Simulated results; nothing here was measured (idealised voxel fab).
You're looking at the process module voxel wiring stack.
Square cell edge 5 nm, section width 180 nm, ID cut.
Bands, listed from the top down, are how a cross-section gets written in this document; the cross-section itself is a grid of square cells, and a band is one or more rows of them.
The band entry comprises the height of the band's top followed by the height of its bottom, expressed in nm, and subsequently the band's materials from left to right, each stated together with its width in nm. Where a single material is marked with the word "edge to edge", that material fills the band from edge to edge. The word "blank" represents empty space.
Beneath 0, the wafer as received is one material, and that level is where height counting begins. The lowest band goes on downward without a bottom; it is written like "0 -> down".
When a width is written as two numbers, as in "30 to 40", the first number is the width in the top row of cells of the band and the second is the width in its bottom row, and the width changes by the same amount from each row to the next.
"nothing altered" means the step left every cell of the cross-section as it was.
Closed-off voids of 8+ cells (no open route to the top) go in "Completely enclosed voids", written width x height at distance from the left edge, in nm.
Post-settings text on a step line: simulator's own remark regarding the step.
The line of a step may include "overlay nm". On a step with a mask, this value is how far to the right of its planned place the mask lay. A negative value means the mask lay to the left.

Planned process steps:
1 op RECEIVE | material Si
2 op CONFORMAL_DEP | material SiO2 | thk nm 15
3 op DIRECTIONAL_DEP | material TiN | thk nm 5
4 op DIRECTIONAL_DEP | material W | thk nm 20
5 op DIRECTIONAL_DEP | material aC | thk nm 15
6 op PATTERN | tone cover | mask id METAL_1 | material resist | width nm 30 | pitch nm 50 | thk nm 30 | overlay nm 0
7 op DIRECTIONAL_ETCH | etch materials aC | depth nm 15
8 op STRIP | etch materials resist
9 op DIRECTIONAL_ETCH | etch materials W | depth nm 20
10 op DIRECTIONAL_ETCH | etch materials TiN | depth nm 5
11 op STRIP | etch materials aC
12 op CONFORMAL_DEP | material SiCN | thk nm 5
13 op FILL_DEP | material lowk | thk nm 10
14 op CMP | height nm 40
15 op CONFORMAL_DEP | material SiCN | thk nm 5
16 op DIRECTIONAL_DEP | material lowk | thk nm 30
17 op DIRECTIONAL_DEP | material aC | thk nm 15
18 op PATTERN | tone open | mask id METAL_2_HOLES | material resist | width nm 15 | pitch nm 50 | thk nm 35 | overlay nm 0
19 op DIRECTIONAL_ETCH | etch materials aC | depth nm 15
20 op STRIP | etch materials resist
21 op DIRECTIONAL_ETCH | etch materials lowk | depth nm 30
22 op STRIP | etch materials aC
23 op MASKED_ETCH | tone open | mask id METAL_2 | width nm 30 | pitch nm 50 | etch materials lowk | depth nm 15 | overlay nm 0
24 op MASKED_ETCH | tone open | mask id METAL_2 | width nm 30 | pitch nm 50 | etch materials SiCN | depth nm 5 | overlay nm 0
25 op CONFORMAL_DEP | material TiN | thk nm 5
26 op FILL_DEP | material Cu | thk nm 5
27 op CMP | height nm 75
28 op CONFORMAL_DEP | material SiCN | thk nm 5
29 op DIRECTIONAL_DEP | material SiO2 | thk nm 20
30 op DIRECTIONAL_DEP | material aC | thk nm 15
31 op PATTERN | tone open | mask id PLUG_2 | material resist | width nm 15 | pitch nm 100 | thk nm 30 | overlay nm 0
32 op DIRECTIONAL_ETCH | etch materials aC | depth nm 15
33 op STRIP | etch materials resist
34 op DIRECTIONAL_ETCH | etch materials SiO2 | depth nm 20
35 op DIRECTIONAL_ETCH | etch materials SiCN | depth nm 5
36 op STRIP | etch materials aC
37 op CONFORMAL_DEP | material TiN | thk nm 5
38 op FILL_DEP | material W | thk nm 10
39 op CMP | height nm 100
40 op CONFORMAL_DEP | material SiN | thk nm 5
41 op DIRECTIONAL_DEP | material SiO2 | thk nm 25
42 op DIRECTIONAL_DEP | material aC | thk nm 10
43 op PATTERN | tone open | mask id METAL_3 | material resist | width nm 30 | pitch nm 50 | thk nm 25 | overlay nm 0
44 op DIRECTIONAL_ETCH | etch materials aC | depth nm 10
45 op STRIP | etch materials resist
46 op DIRECTIONAL_ETCH | etch materials SiO2 | depth nm 25
47 op DIRECTIONAL_ETCH | etch materials SiN | depth nm 5
48 op STRIP | etch materials aC
49 op CONFORMAL_DEP | material TiN | thk nm 5
50 op FILL_DEP | material Cu | thk nm 5
51 op CMP | height nm 130
52 op EPI | material Ru | thk nm 5
53 op FILL_DEP | material SiCN | thk nm 5
54 op DIRECTIONAL_DEP | material SiO2 | thk nm 15
55 op MASKED_ETCH | tone open | mask id PLUG_3 | width nm 15 | pitch nm 50 | etch materials SiO2 | depth nm 15 | overlay nm 0
56 op MASKED_ETCH | tone open | mask id PLUG_3 | width nm 15 | pitch nm 50 | etch materials SiCN | depth nm 5 | overlay nm 0
57 op CONFORMAL_DEP | material TiN | thk nm 5
58 op FILL_DEP | material Cu | thk nm 10
59 op CMP | height nm 155
60 op CONFORMAL_DEP | material SiN | thk nm 5
61 op DIRECTIONAL_DEP | material lowk | thk nm 20
62 op PATTERN | tone open | mask id METAL_4 | material resist | width nm 30 | pitch nm 50 | thk nm 15 | overlay nm 0
63 op DIRECTIONAL_ETCH | etch materials lowk | depth nm 20
64 op DIRECTIONAL_ETCH | etch materials SiN | depth nm 5
65 op STRIP | etch materials resist
66 op CONFORMAL_DEP | material TiN | thk nm 5
67 op FILL_DEP | material W | thk nm 10
68 op CMP | height nm 180
69 op CONFORMAL_DEP | material SiCN | thk nm 5

first wafer, as planned:

Cross-section of the wafer at receipt, which is the condition after step 1:
0 -> down = Si edge to edge
Completely enclosed voids: none

The wafer in cross-section once step 2 is complete:
15 -> 0 = SiO2 edge to edge
below 0: unchanged

The wafer in cross-section once step 3 is complete:
20 -> 15 = TiN edge to edge
below 15: unchanged

The wafer in cross-section once step 4 is complete:
40 -> 20 = W edge to edge
below 20: unchanged

The wafer in cross-section once step 5 is complete:
55 -> 40 = aC edge to edge
below 40: unchanged

The wafer in cross-section once step 6 is complete:
85 -> 55 = 25 of blank / 30 of resist / 20 of blank / 30 of resist / 20 of blank / 30 of resist / 25 of blank
below 55: unchanged

The wafer in cross-section once step 7 is complete:
70 -> 55 = 25 of blank / 30 of resist / 20 of blank / 30 of resist / 20 of blank / 30 of resist / 25 of blank
55 -> 40 = 25 of blank / 30 of aC / 20 of blank / 30 of aC / 20 of blank / 30 of aC / 25 of blank
below 40: unchanged

The wafer in cross-section once step 8 is complete:
55 -> 40 = 25 of blank / 30 of aC / 20 of blank / 30 of aC / 20 of blank / 30 of aC / 25 of blank
below 40: unchanged

The wafer in cross-section once step 9 is complete:
55 -> 40 = 25 of blank / 30 of aC / 20 of blank / 30 of aC / 20 of blank / 30 of aC / 25 of blank
40 -> 20 = 25 of blank / 30 of W / 20 of blank / 30 of W / 20 of blank / 30 of W / 25 of blank
below 20: unchanged

The wafer in cross-section once step 10 is complete:
55 -> 40 = 25 of blank / 30 of aC / 20 of blank / 30 of aC / 20 of blank / 30 of aC / 25 of blank
40 -> 20 = 25 of blank / 30 of W / 20 of blank / 30 of W / 20 of blank / 30 of W / 25 of blank
20 -> 15 = 25 of blank / 30 of TiN / 20 of blank / 30 of TiN / 20 of blank / 30 of TiN / 25 of blank
below 15: unchanged

The wafer in cross-section once step 11 is complete:
40 -> 20 = 25 of blank / 30 of W / 20 of blank / 30 of W / 20 of blank / 30 of W / 25 of blank
below 20: unchanged

The wafer in cross-section once step 12 is complete:
45 -> 40 = 20 of blank / 40 of SiCN / 10 of blank / 40 of SiCN / 10 of blank / 40 of SiCN / 20 of blank
40 -> 20 = 20 of blank / 5 of SiCN / 30 of W / 5 of SiCN / 10 of blank / 5 of SiCN / 30 of W / 5 of SiCN / 10 of blank / 5 of SiCN / 30 of W / 5 of SiCN / 20 of blank
20 -> 15 = 25 of SiCN / 30 of TiN / 20 of SiCN / 30 of TiN / 20 of SiCN / 30 of TiN / 25 of SiCN
below 15: unchanged

The wafer in cross-section once step 13 is complete:
55 -> 45 = lowk edge to edge
45 -> 40 = 20 of lowk / 40 of SiCN / 10 of lowk / 40 of SiCN / 10 of lowk / 40 of SiCN / 20 of lowk
40 -> 20 = 20 of lowk / 5 of SiCN / 30 of W / 5 of SiCN / 10 of lowk / 5 of SiCN / 30 of W / 5 of SiCN / 10 of lowk / 5 of SiCN / 30 of W / 5 of SiCN / 20 of lowk
below 20: unchanged

The wafer in cross-section once step 14 is complete:
40 -> 20 = 20 of lowk / 5 of SiCN / 30 of W / 5 of SiCN / 10 of lowk / 5 of SiCN / 30 of W / 5 of SiCN / 10 of lowk / 5 of SiCN / 30 of W / 5 of SiCN / 20 of lowk
below 20: unchanged

The wafer in cross-section once step 15 is complete:
45 -> 40 = SiCN edge to edge
below 40: unchanged

The wafer in cross-section once step 16 is complete:
75 -> 45 = lowk edge to edge
below 45: unchanged

The wafer in cross-section once step 17 is complete:
90 -> 75 = aC edge to edge
below 75: unchanged

The wafer in cross-section once step 18 is complete:
125 -> 90 = 25 of resist / 15 of blank / 35 of resist / 15 of blank / 35 of resist / 15 of blank / 40 of resist
below 90: unchanged

The wafer in cross-section once step 19 is complete:
110 -> 90 = 25 of resist / 15 of blank / 35 of resist / 15 of blank / 35 of resist / 15 of blank / 40 of resist
90 -> 75 = 25 of aC / 15 of blank / 35 of aC / 15 of blank / 35 of aC / 15 of blank / 40 of aC
below 75: unchanged

The wafer in cross-section once step 20 is complete:
90 -> 75 = 25 of aC / 15 of blank / 35 of aC / 15 of blank / 35 of aC / 15 of blank / 40 of aC
below 75: unchanged

The wafer in cross-section once step 21 is complete:
90 -> 75 = 25 of aC / 15 of blank / 35 of aC / 15 of blank / 35 of aC / 15 of blank / 40 of aC
75 -> 45 = 25 of lowk / 15 of blank / 35 of lowk / 15 of blank / 35 of lowk / 15 of blank / 40 of lowk
below 45: unchanged

The wafer in cross-section once step 22 is complete:
75 -> 45 = 25 of lowk / 15 of blank / 35 of lowk / 15 of blank / 35 of lowk / 15 of blank / 40 of lowk
below 45: unchanged

The wafer in cross-section once step 23 is complete:
75 -> 60 = 25 of lowk / 30 of blank / 20 of lowk / 30 of blank / 20 of lowk / 30 of blank / 25 of lowk
below 60: unchanged

The wafer in cross-section once step 24 is complete:
75 -> 60 = 25 of lowk / 30 of blank / 20 of lowk / 30 of blank / 20 of lowk / 30 of blank / 25 of lowk
60 -> 45 = 25 of lowk / 15 of blank / 35 of lowk / 15 of blank / 35 of lowk / 15 of blank / 40 of lowk
45 -> 40 = 25 of SiCN / 15 of blank / 35 of SiCN / 15 of blank / 35 of SiCN / 15 of blank / 40 of SiCN
below 40: unchanged

The wafer in cross-section once step 25 is complete:
80 -> 75 = 30 of TiN / 20 of blank / 30 of TiN / 20 of blank / 30 of TiN / 20 of blank / 30 of TiN
75 -> 65 = 25 of lowk / 5 of TiN / 20 of blank / 5 of TiN / 20 of lowk / 5 of TiN / 20 of blank / 5 of TiN / 20 of lowk / 5 of TiN / 20 of blank / 5 of TiN / 25 of lowk
65 -> 60 = 25 of lowk / 5 of TiN / 5 of blank / 20 of TiN / 20 of lowk / 5 of TiN / 5 of blank / 20 of TiN / 20 of lowk / 5 of TiN / 5 of blank / 20 of TiN / 25 of lowk
60 -> 45 = 25 of lowk / 5 of TiN / 5 of blank / 5 of TiN / 35 of lowk / 5 of TiN / 5 of blank / 5 of TiN / 35 of lowk / 5 of TiN / 5 of blank / 5 of TiN / 40 of lowk
45 -> 40 = 25 of SiCN / 15 of TiN / 35 of SiCN / 15 of TiN / 35 of SiCN / 15 of TiN / 40 of SiCN
below 40: unchanged

The wafer in cross-section once step 26 is complete:
85 -> 80 = Cu edge to edge
80 -> 75 = 30 of TiN / 20 of Cu / 30 of TiN / 20 of Cu / 30 of TiN / 20 of Cu / 30 of TiN
75 -> 65 = 25 of lowk / 5 of TiN / 20 of Cu / 5 of TiN / 20 of lowk / 5 of TiN / 20 of Cu / 5 of TiN / 20 of lowk / 5 of TiN / 20 of Cu / 5 of TiN / 25 of lowk
65 -> 60 = 25 of lowk / 5 of TiN / 5 of Cu / 20 of TiN / 20 of lowk / 5 of TiN / 5 of Cu / 20 of TiN / 20 of lowk / 5 of TiN / 5 of Cu / 20 of TiN / 25 of lowk
60 -> 45 = 25 of lowk / 5 of TiN / 5 of Cu / 5 of TiN / 35 of lowk / 5 of TiN / 5 of Cu / 5 of TiN / 35 of lowk / 5 of TiN / 5 of Cu / 5 of TiN / 40 of lowk
below 45: unchanged

The wafer in cross-section once step 27 is complete:
75 -> 65 = 25 of lowk / 5 of TiN / 20 of Cu / 5 of TiN / 20 of lowk / 5 of TiN / 20 of Cu / 5 of TiN / 20 of lowk / 5 of TiN / 20 of Cu / 5 of TiN / 25 of lowk
below 65: unchanged

The wafer in cross-section once step 28 is complete:
80 -> 75 = SiCN edge to edge
below 75: unchanged

The wafer in cross-section once step 29 is complete:
100 -> 80 = SiO2 edge to edge
below 80: unchanged

The wafer in cross-section once step 30 is complete:
115 -> 100 = aC edge to edge
below 100: unchanged

The wafer in cross-section once step 31 is complete:
145 -> 115 = 25 of resist / 15 of blank / 85 of resist / 15 of blank / 40 of resist
below 115: unchanged

The wafer in cross-section once step 32 is complete:
130 -> 115 = 25 of resist / 15 of blank / 85 of resist / 15 of blank / 40 of resist
115 -> 100 = 25 of aC / 15 of blank / 85 of aC / 15 of blank / 40 of aC
below 100: unchanged

The wafer in cross-section once step 33 is complete:
115 -> 100 = 25 of aC / 15 of blank / 85 of aC / 15 of blank / 40 of aC
below 100: unchanged

The wafer in cross-section once step 34 is complete:
115 -> 100 = 25 of aC / 15 of blank / 85 of aC / 15 of blank / 40 of aC
100 -> 80 = 25 of SiO2 / 15 of blank / 85 of SiO2 / 15 of blank / 40 of SiO2
below 80: unchanged

The wafer in cross-section once step 35 is complete:
115 -> 100 = 25 of aC / 15 of blank / 85 of aC / 15 of blank / 40 of aC
100 -> 80 = 25 of SiO2 / 15 of blank / 85 of SiO2 / 15 of blank / 40 of SiO2
80 -> 75 = 25 of SiCN / 15 of blank / 85 of SiCN / 15 of blank / 40 of SiCN
below 75: unchanged

The wafer in cross-section once step 36 is complete:
100 -> 80 = 25 of SiO2 / 15 of blank / 85 of SiO2 / 15 of blank / 40 of SiO2
below 80: unchanged

The wafer in cross-section once step 37 is complete:
105 -> 100 = 30 of TiN / 5 of blank / 95 of TiN / 5 of blank / 45 of TiN
100 -> 80 = 25 of SiO2 / 5 of TiN / 5 of blank / 5 of TiN / 85 of SiO2 / 5 of TiN / 5 of blank / 5 of TiN / 40 of SiO2
80 -> 75 = 25 of SiCN / 15 of TiN / 85 of SiCN / 15 of TiN / 40 of SiCN
below 75: unchanged

The wafer in cross-section once step 38 is complete:
115 -> 105 = W edge to edge
105 -> 100 = 30 of TiN / 5 of W / 95 of TiN / 5 of W / 45 of TiN
100 -> 80 = 25 of SiO2 / 5 of TiN / 5 of W / 5 of TiN / 85 of SiO2 / 5 of TiN / 5 of W / 5 of TiN / 40 of SiO2
below 80: unchanged

The wafer in cross-section once step 39 is complete:
100 -> 80 = 25 of SiO2 / 5 of TiN / 5 of W / 5 of TiN / 85 of SiO2 / 5 of TiN / 5 of W / 5 of TiN / 40 of SiO2
below 80: unchanged

The wafer in cross-section once step 40 is complete:
105 -> 100 = SiN edge to edge
below 100: unchanged

The wafer in cross-section once step 41 is complete:
130 -> 105 = SiO2 edge to edge
below 105: unchanged

The wafer in cross-section once step 42 is complete:
140 -> 130 = aC edge to edge
below 130: unchanged

The wafer in cross-section once step 43 is complete:
165 -> 140 = 25 of resist / 30 of blank / 20 of resist / 30 of blank / 20 of resist / 30 of blank / 25 of resist
below 140: unchanged

The wafer in cross-section once step 44 is complete:
155 -> 140 = 25 of resist / 30 of blank / 20 of resist / 30 of blank / 20 of resist / 30 of blank / 25 of resist
140 -> 130 = 25 of aC / 30 of blank / 20 of aC / 30 of blank / 20 of aC / 30 of blank / 25 of aC
below 130: unchanged

The wafer in cross-section once step 45 is complete:
140 -> 130 = 25 of aC / 30 of blank / 20 of aC / 30 of blank / 20 of aC / 30 of blank / 25 of aC
below 130: unchanged

The wafer in cross-section once step 46 is complete:
140 -> 130 = 25 of aC / 30 of blank / 20 of aC / 30 of blank / 20 of aC / 30 of blank / 25 of aC
130 -> 105 = 25 of SiO2 / 30 of blank / 20 of SiO2 / 30 of blank / 20 of SiO2 / 30 of blank / 25 of SiO2
below 105: unchanged

The wafer in cross-section once step 47 is complete:
140 -> 130 = 25 of aC / 30 of blank / 20 of aC / 30 of blank / 20 of aC / 30 of blank / 25 of aC
130 -> 105 = 25 of SiO2 / 30 of blank / 20 of SiO2 / 30 of blank / 20 of SiO2 / 30 of blank / 25 of SiO2
105 -> 100 = 25 of SiN / 30 of blank / 20 of SiN / 30 of blank / 20 of SiN / 30 of blank / 25 of SiN
below 100: unchanged

The wafer in cross-section once step 48 is complete:
130 -> 105 = 25 of SiO2 / 30 of blank / 20 of SiO2 / 30 of blank / 20 of SiO2 / 30 of blank / 25 of SiO2
below 105: unchanged

The wafer in cross-section once step 49 is complete:
135 -> 130 = 30 of TiN / 20 of blank / 30 of TiN / 20 of blank / 30 of TiN / 20 of blank / 30 of TiN
130 -> 105 = 25 of SiO2 / 5 of TiN / 20 of blank / 5 of TiN / 20 of SiO2 / 5 of TiN / 20 of blank / 5 of TiN / 20 of SiO2 / 5 of TiN / 20 of blank / 5 of TiN / 25 of SiO2
105 -> 100 = 25 of SiN / 30 of TiN / 20 of SiN / 30 of TiN / 20 of SiN / 30 of TiN / 25 of SiN
below 100: unchanged

The wafer in cross-section once step 50 is complete:
140 -> 135 = Cu edge to edge
135 -> 130 = 30 of TiN / 20 of Cu / 30 of TiN / 20 of Cu / 30 of TiN / 20 of Cu / 30 of TiN
130 -> 105 = 25 of SiO2 / 5 of TiN / 20 of Cu / 5 of TiN / 20 of SiO2 / 5 of TiN / 20 of Cu / 5 of TiN / 20 of SiO2 / 5 of TiN / 20 of Cu / 5 of TiN / 25 of SiO2
below 105: unchanged

The wafer in cross-section once step 51 is complete:
130 -> 105 = 25 of SiO2 / 5 of TiN / 20 of Cu / 5 of TiN / 20 of SiO2 / 5 of TiN / 20 of Cu / 5 of TiN / 20 of SiO2 / 5 of TiN / 20 of Cu / 5 of TiN / 25 of SiO2
below 105: unchanged

The wafer in cross-section once step 52 is complete:
135 -> 130 = 20 of blank / 40 of Ru / 10 of blank / 40 of Ru / 10 of blank / 40 of Ru / 20 of blank
below 130: unchanged

The wafer in cross-section once step 53 is complete:
140 -> 135 = SiCN edge to edge
135 -> 130 = 20 of SiCN / 40 of Ru / 10 of SiCN / 40 of Ru / 10 of SiCN / 40 of Ru / 20 of SiCN
below 130: unchanged

The wafer in cross-section once step 54 is complete:
155 -> 140 = SiO2 edge to edge
below 140: unchanged

The wafer in cross-section once step 55 is complete:
155 -> 140 = 25 of SiO2 / 15 of blank / 35 of SiO2 / 15 of blank / 35 of SiO2 / 15 of blank / 40 of SiO2
below 140: unchanged

The wafer in cross-section once step 56 is complete:
155 -> 140 = 25 of SiO2 / 15 of blank / 35 of SiO2 / 15 of blank / 35 of SiO2 / 15 of blank / 40 of SiO2
140 -> 135 = 25 of SiCN / 15 of blank / 35 of SiCN / 15 of blank / 35 of SiCN / 15 of blank / 40 of SiCN
below 135: unchanged

The wafer in cross-section once step 57 is complete:
160 -> 155 = 30 of TiN / 5 of blank / 45 of TiN / 5 of blank / 45 of TiN / 5 of blank / 45 of TiN
155 -> 140 = 25 of SiO2 / 5 of TiN / 5 of blank / 5 of TiN / 35 of SiO2 / 5 of TiN / 5 of blank / 5 of TiN / 35 of SiO2 / 5 of TiN / 5 of blank / 5 of TiN / 40 of SiO2
140 -> 135 = 25 of SiCN / 15 of TiN / 35 of SiCN / 15 of TiN / 35 of SiCN / 15 of TiN / 40 of SiCN
below 135: unchanged

The wafer in cross-section once step 58 is complete:
170 -> 160 = Cu edge to edge
160 -> 155 = 30 of TiN / 5 of Cu / 45 of TiN / 5 of Cu / 45 of TiN / 5 of Cu / 45 of TiN
155 -> 140 = 25 of SiO2 / 5 of TiN / 5 of Cu / 5 of TiN / 35 of SiO2 / 5 of TiN / 5 of Cu / 5 of TiN / 35 of SiO2 / 5 of TiN / 5 of Cu / 5 of TiN / 40 of SiO2
below 140: unchanged

The wafer in cross-section once step 59 is complete:
155 -> 140 = 25 of SiO2 / 5 of TiN / 5 of Cu / 5 of TiN / 35 of SiO2 / 5 of TiN / 5 of Cu / 5 of TiN / 35 of SiO2 / 5 of TiN / 5 of Cu / 5 of TiN / 40 of SiO2
below 140: unchanged

The wafer in cross-section once step 60 is complete:
160 -> 155 = SiN edge to edge
below 155: unchanged

The wafer in cross-section once step 61 is complete:
180 -> 160 = lowk edge to edge
below 160: unchanged

The wafer in cross-section once step 62 is complete:
195 -> 180 = 25 of resist / 30 of blank / 20 of resist / 30 of blank / 20 of resist / 30 of blank / 25 of resist
below 180: unchanged

The wafer in cross-section once step 63 is complete:
195 -> 180 = 25 of resist / 30 of blank / 20 of resist / 30 of blank / 20 of resist / 30 of blank / 25 of resist
180 -> 160 = 25 of lowk / 30 of blank / 20 of lowk / 30 of blank / 20 of lowk / 30 of blank / 25 of lowk
below 160: unchanged

The wafer in cross-section once step 64 is complete:
195 -> 180 = 25 of resist / 30 of blank / 20 of resist / 30 of blank / 20 of resist / 30 of blank / 25 of resist
180 -> 160 = 25 of lowk / 30 of blank / 20 of lowk / 30 of blank / 20 of lowk / 30 of blank / 25 of lowk
160 -> 155 = 25 of SiN / 30 of blank / 20 of SiN / 30 of blank / 20 of SiN / 30 of blank / 25 of SiN
below 155: unchanged

The wafer in cross-section once step 65 is complete:
180 -> 160 = 25 of lowk / 30 of blank / 20 of lowk / 30 of blank / 20 of lowk / 30 of blank / 25 of lowk
below 160: unchanged

The wafer in cross-section once step 66 is complete:
185 -> 180 = 30 of TiN / 20 of blank / 30 of TiN / 20 of blank / 30 of TiN / 20 of blank / 30 of TiN
180 -> 160 = 25 of lowk / 5 of TiN / 20 of blank / 5 of TiN / 20 of lowk / 5 of TiN / 20 of blank / 5 of TiN / 20 of lowk / 5 of TiN / 20 of blank / 5 of TiN / 25 of lowk
160 -> 155 = 25 of SiN / 30 of TiN / 20 of SiN / 30 of TiN / 20 of SiN / 30 of TiN / 25 of SiN
below 155: unchanged

The wafer in cross-section once step 67 is complete:
195 -> 185 = W edge to edge
185 -> 180 = 30 of TiN / 20 of W / 30 of TiN / 20 of W / 30 of TiN / 20 of W / 30 of TiN
180 -> 160 = 25 of lowk / 5 of TiN / 20 of W / 5 of TiN / 20 of lowk / 5 of TiN / 20 of W / 5 of TiN / 20 of lowk / 5 of TiN / 20 of W / 5 of TiN / 25 of lowk
below 160: unchanged

The wafer in cross-section once step 68 is complete:
180 -> 160 = 25 of lowk / 5 of TiN / 20 of W / 5 of TiN / 20 of lowk / 5 of TiN / 20 of W / 5 of TiN / 20 of lowk / 5 of TiN / 20 of W / 5 of TiN / 25 of lowk
below 160: unchanged

The wafer in cross-section once step 69 is complete:
185 -> 180 = SiCN edge to edge
below 180: unchanged

Companion wafer, the second of two: same beginning, same intended sequence, one mistake in carrying it out; through step 54 inclusive it tracks the first exactly:

Cross-sectional view of the second wafer at the intended end time of process step 55:
155 -> 140 = 30 of SiO2 / 15 of blank / 35 of SiO2 / 15 of blank / 35 of SiO2 / 15 of blank / 35 of SiO2
below 140: unchanged

Cross-sectional view of the second wafer at the intended end time of process step 56:
155 -> 140 = 30 of SiO2 / 15 of blank / 35 of SiO2 / 15 of blank / 35 of SiO2 / 15 of blank / 35 of SiO2
140 -> 135 = 30 of SiCN / 10 of blank / 40 of SiCN / 10 of blank / 40 of SiCN / 10 of blank / 40 of SiCN
below 135: unchanged

Cross-sectional view of the second wafer at the intended end time of process step 57:
160 -> 155 = 35 of TiN / 5 of blank / 45 of TiN / 5 of blank / 45 of TiN / 5 of blank / 40 of TiN
155 -> 145 = 30 of SiO2 / 5 of TiN / 5 of blank / 5 of TiN / 35 of SiO2 / 5 of TiN / 5 of blank / 5 of TiN / 35 of SiO2 / 5 of TiN / 5 of blank / 5 of TiN / 35 of SiO2
145 -> 140 = 30 of SiO2 / 15 of TiN / 35 of SiO2 / 15 of TiN / 35 of SiO2 / 15 of TiN / 35 of SiO2
140 -> 135 = 30 of SiCN / 10 of TiN / 40 of SiCN / 10 of TiN / 40 of SiCN / 10 of TiN / 40 of SiCN
below 135: unchanged

Cross-sectional view of the second wafer at the intended end time of process step 58:
170 -> 160 = Cu edge to edge
160 -> 155 = 35 of TiN / 5 of Cu / 45 of TiN / 5 of Cu / 45 of TiN / 5 of Cu / 40 of TiN
155 -> 145 = 30 of SiO2 / 5 of TiN / 5 of Cu / 5 of TiN / 35 of SiO2 / 5 of TiN / 5 of Cu / 5 of TiN / 35 of SiO2 / 5 of TiN / 5 of Cu / 5 of TiN / 35 of SiO2
below 145: unchanged

Cross-sectional view of the second wafer at the intended end time of process step 59:
155 -> 145 = 30 of SiO2 / 5 of TiN / 5 of Cu / 5 of TiN / 35 of SiO2 / 5 of TiN / 5 of Cu / 5 of TiN / 35 of SiO2 / 5 of TiN / 5 of Cu / 5 of TiN / 35 of SiO2
below 145: unchanged

Cross-sectional view of the second wafer at the intended end time of process step 60:
160 -> 155 = SiN edge to edge
below 155: unchanged

Cross-sectional view of the second wafer at the intended end time of process step 61:
180 -> 160 = lowk edge to edge
below 160: unchanged

Cross-sectional view of the second wafer at the intended end time of process step 62:
195 -> 180 = 25 of resist / 30 of blank / 20 of resist / 30 of blank / 20 of resist / 30 of blank / 25 of resist
below 180: unchanged

Cross-sectional view of the second wafer at the intended end time of process step 63:
195 -> 180 = 25 of resist / 30 of blank / 20 of resist / 30 of blank / 20 of resist / 30 of blank / 25 of resist
180 -> 160 = 25 of lowk / 30 of blank / 20 of lowk / 30 of blank / 20 of lowk / 30 of blank / 25 of lowk
below 160: unchanged

Cross-sectional view of the second wafer at the intended end time of process step 64:
195 -> 180 = 25 of resist / 30 of blank / 20 of resist / 30 of blank / 20 of resist / 30 of blank / 25 of resist
180 -> 160 = 25 of lowk / 30 of blank / 20 of lowk / 30 of blank / 20 of lowk / 30 of blank / 25 of lowk
160 -> 155 = 25 of SiN / 30 of blank / 20 of SiN / 30 of blank / 20 of SiN / 30 of blank / 25 of SiN
below 155: unchanged

Cross-sectional view of the second wafer at the intended end time of process step 65:
180 -> 160 = 25 of lowk / 30 of blank / 20 of lowk / 30 of blank / 20 of lowk / 30 of blank / 25 of lowk
below 160: unchanged

Cross-sectional view of the second wafer at the intended end time of process step 66:
185 -> 180 = 30 of TiN / 20 of blank / 30 of TiN / 20 of blank / 30 of TiN / 20 of blank / 30 of TiN
180 -> 160 = 25 of lowk / 5 of TiN / 20 of blank / 5 of TiN / 20 of lowk / 5 of TiN / 20 of blank / 5 of TiN / 20 of lowk / 5 of TiN / 20 of blank / 5 of TiN / 25 of lowk
160 -> 155 = 25 of SiN / 30 of TiN / 20 of SiN / 30 of TiN / 20 of SiN / 30 of TiN / 25 of SiN
below 155: unchanged

Cross-sectional view of the second wafer at the intended end time of process step 67:
195 -> 185 = W edge to edge
185 -> 180 = 30 of TiN / 20 of W / 30 of TiN / 20 of W / 30 of TiN / 20 of W / 30 of TiN
180 -> 160 = 25 of lowk / 5 of TiN / 20 of W / 5 of TiN / 20 of lowk / 5 of TiN / 20 of W / 5 of TiN / 20 of lowk / 5 of TiN / 20 of W / 5 of TiN / 25 of lowk
below 160: unchanged

Cross-sectional view of the second wafer at the intended end time of process step 68:
180 -> 160 = 25 of lowk / 5 of TiN / 20 of W / 5 of TiN / 20 of lowk / 5 of TiN / 20 of W / 5 of TiN / 20 of lowk / 5 of TiN / 20 of W / 5 of TiN / 25 of lowk
below 160: unchanged

Cross-sectional view of the second wafer at the intended end time of process step 69:
185 -> 180 = SiCN edge to edge
below 180: unchanged
The mistake made against the process plan was this: step 55 changed vs plan, executed as op MASKED_ETCH | tone open | mask id PLUG_3 | width nm 15 | pitch nm 50 | etch materials SiO2 | depth nm 15 | overlay nm 5
Per the end-of-run cell counts, the second wafer holds more or fewer of some materials than the first: Cu: 3 fewer; SiCN: 3 more
